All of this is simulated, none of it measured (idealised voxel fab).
The following is a process module called voxel spacer lines.
FYI the section here is cut, 255 nm wide, cells are 5 nm squares.
For the purposes of this document, a cross-section shall be understood as a grid of square cells, specified as bands listed in top-to-bottom order, each band consisting of one or more rows of cells. Band entry format. Leading values: height of top, height of bottom, nm. Remainder: materials in left-to-right order, each with its width in nm. Special words: "everywhere" on a single material, which then fills the band edge to edge; "empty", empty space. For the purposes of this specification, 0 denotes the height below which the wafer in its as-received condition is composed wholly of one material, and the lowermost band, lacking a lower limit, extends downward without end, as expressed in "0..down". Graded width ("30..40"): value in top row of band = first number; value in bottom row = second number; row-to-row change constant. "no change occurred" means the step left every cell of the cross-section as it was. Enclosed voids (no open way to top), threshold 8 cells or more, entry "Enclosed void listing", notation width x height at distance, distance from left edge, nm. Past the settings on a step's line: simulator remark, on that step. "overlay nm" answers the question of how far to the right of plan the mask lay on a step that has a mask, and when it is negative the answer is to the left.
## The process steps that were planned are listed below
1. RECEIVE with material Si
2. CONFORMAL_DEP with material Al2O3, thk nm 10
3. DIRECTIONAL_DEP with material TiN, thk nm 10
4. DIRECTIONAL_DEP with material polySi, thk nm 30
5. PATTERN with tone cover, mask id MANDREL, material resist, width nm 20, pitch nm 60, thk nm 35, overlay nm 0
6. DIRECTIONAL_ETCH with etch materials polySi, depth nm 30
7. STRIP with etch materials resist
8. CONFORMAL_DEP with material SiO2, thk nm 10
9. DIRECTIONAL_ETCH with etch materials SiO2, depth nm 10
10. STRIP with etch materials polySi
11. DIRECTIONAL_ETCH with etch materials TiN, depth nm 10
12. STRIP with etch materials SiO2
13. FILL_DEP with material lowk, thk nm 5
14. CMP with height nm 20
## First of two wafers, with the run carried out as planned
## So this is the incoming wafer in cross-section - it's already been through step 1
  0..down | Si everywhere
  Enclosed void listing: none
## Take a look at the wafer's cross-section after step 2
  10..0 | Al2O3 everywhere
  At heights below 0, the structure remains unaltered.
## Take a look at the wafer's cross-section after step 3
  20..10 | TiN everywhere
  At heights below 10, the structure remains unaltered.
## Take a look at the wafer's cross-section after step 4
  50..20 | polySi everywhere
  At heights below 20, the structure remains unaltered.
## Take a look at the wafer's cross-section after step 5
  85..50 | 85 empty; 20 resist; 40 empty; 20 resist; 90 empty
  At heights below 50, the structure remains unaltered.
## Take a look at the wafer's cross-section after step 6
  85..50 | 85 empty; 20 resist; 40 empty; 20 resist; 90 empty
  50..20 | 85 empty; 20 polySi; 40 empty; 20 polySi; 90 empty
  At heights below 20, the structure remains unaltered.
## Take a look at the wafer's cross-section after step 7
  50..20 | 85 empty; 20 polySi; 40 empty; 20 polySi; 90 empty
  At heights below 20, the structure remains unaltered.
## Take a look at the wafer's cross-section after step 8
  60..50 | 75 empty; 40 SiO2; 20 empty; 40 SiO2; 80 empty
  50..30 | 75 empty; 10 SiO2; 20 polySi; 10 SiO2; 20 empty; 10 SiO2; 20 polySi; 10 SiO2; 80 empty
  30..20 | 85 SiO2; 20 polySi; 40 SiO2; 20 polySi; 90 SiO2
  At heights below 20, the structure remains unaltered.
## Take a look at the wafer's cross-section after step 9
  50..20 | 75 empty; 10 SiO2; 20 polySi; 10 SiO2; 20 empty; 10 SiO2; 20 polySi; 10 SiO2; 80 empty
  At heights below 20, the structure remains unaltered.
## Take a look at the wafer's cross-section after step 10
  50..20 | 75 empty; 10 SiO2; 20 empty; 10 SiO2; 20 empty; 10 SiO2; 20 empty; 10 SiO2; 80 empty
  At heights below 20, the structure remains unaltered.
## Take a look at the wafer's cross-section after step 11
  50..20 | 75 empty; 10 SiO2; 20 empty; 10 SiO2; 20 empty; 10 SiO2; 20 empty; 10 SiO2; 80 empty
  20..10 | 75 empty; 10 TiN; 20 empty; 10 TiN; 20 empty; 10 TiN; 20 empty; 10 TiN; 80 empty
  At heights below 10, the structure remains unaltered.
## Take a look at the wafer's cross-section after step 12
  20..10 | 75 empty; 10 TiN; 20 empty; 10 TiN; 20 empty; 10 TiN; 20 empty; 10 TiN; 80 empty
  At heights below 10, the structure remains unaltered.
## Take a look at the wafer's cross-section after step 13
  25..20 | lowk everywhere
  20..10 | 75 lowk; 10 TiN; 20 lowk; 10 TiN; 20 lowk; 10 TiN; 20 lowk; 10 TiN; 80 lowk
  At heights below 10, the structure remains unaltered.
## Take a look at the wafer's cross-section after step 14
  20..10 | 75 lowk; 10 TiN; 20 lowk; 10 TiN; 20 lowk; 10 TiN; 20 lowk; 10 TiN; 80 lowk
  At heights below 10, the structure remains unaltered.
## Second Wafer (Identical Start and Plan, One Processing Error; Matches First Wafer Through Step 4)
## Second wafer, cross-section, planned end of step 5
  85..50 | 75 empty; 20 resist; 40 empty; 20 resist; 100 empty
  At heights below 50, the structure remains unaltered.
## Second wafer, cross-section, planned end of step 6
  85..50 | 75 empty; 20 resist; 40 empty; 20 resist; 100 empty
  50..20 | 75 empty; 20 polySi; 40 empty; 20 polySi; 100 empty
  At heights below 20, the structure remains unaltered.
## Second wafer, cross-section, planned end of step 7
  50..20 | 75 empty; 20 polySi; 40 empty; 20 polySi; 100 empty
  At heights below 20, the structure remains unaltered.
## Second wafer, cross-section, planned end of step 8
  60..50 | 65 empty; 40 SiO2; 20 empty; 40 SiO2; 90 empty
  50..30 | 65 empty; 10 SiO2; 20 polySi; 10 SiO2; 20 empty; 10 SiO2; 20 polySi; 10 SiO2; 90 empty
  30..20 | 75 SiO2; 20 polySi; 40 SiO2; 20 polySi; 100 SiO2
  At heights below 20, the structure remains unaltered.
## Second wafer, cross-section, planned end of step 9
  50..20 | 65 empty; 10 SiO2; 20 polySi; 10 SiO2; 20 empty; 10 SiO2; 20 polySi; 10 SiO2; 90 empty
  At heights below 20, the structure remains unaltered.
## Second wafer, cross-section, planned end of step 10
  50..20 | 65 empty; 10 SiO2; 20 empty; 10 SiO2; 20 empty; 10 SiO2; 20 empty; 10 SiO2; 90 empty
  At heights below 20, the structure remains unaltered.
## Second wafer, cross-section, planned end of step 11
  50..20 | 65 empty; 10 SiO2; 20 empty; 10 SiO2; 20 empty; 10 SiO2; 20 empty; 10 SiO2; 90 empty
  20..10 | 65 empty; 10 TiN; 20 empty; 10 TiN; 20 empty; 10 TiN; 20 empty; 10 TiN; 90 empty
  At heights below 10, the structure remains unaltered.
## Second wafer, cross-section, planned end of step 12
  20..10 | 65 empty; 10 TiN; 20 empty; 10 TiN; 20 empty; 10 TiN; 20 empty; 10 TiN; 90 empty
  At heights below 10, the structure remains unaltered.
## Second wafer, cross-section, planned end of step 13
  25..20 | lowk everywhere
  20..10 | 65 lowk; 10 TiN; 20 lowk; 10 TiN; 20 lowk; 10 TiN; 20 lowk; 10 TiN; 90 lowk
  At heights below 10, the structure remains unaltered.
## Second wafer, cross-section, planned end of step 14
  20..10 | 65 lowk; 10 TiN; 20 lowk; 10 TiN; 20 lowk; 10 TiN; 20 lowk; 10 TiN; 90 lowk
  At heights below 10, the structure remains unaltered.
What broke from the plan during processing? step 5, actual vs plan mismatch, actual run PATTERN with tone cover, mask id MANDREL, material resist, width nm 20, pitch nm 60, thk nm 35, overlay nm -10
at the end the second wafer has, in cells: as many of each material as the first, in other places
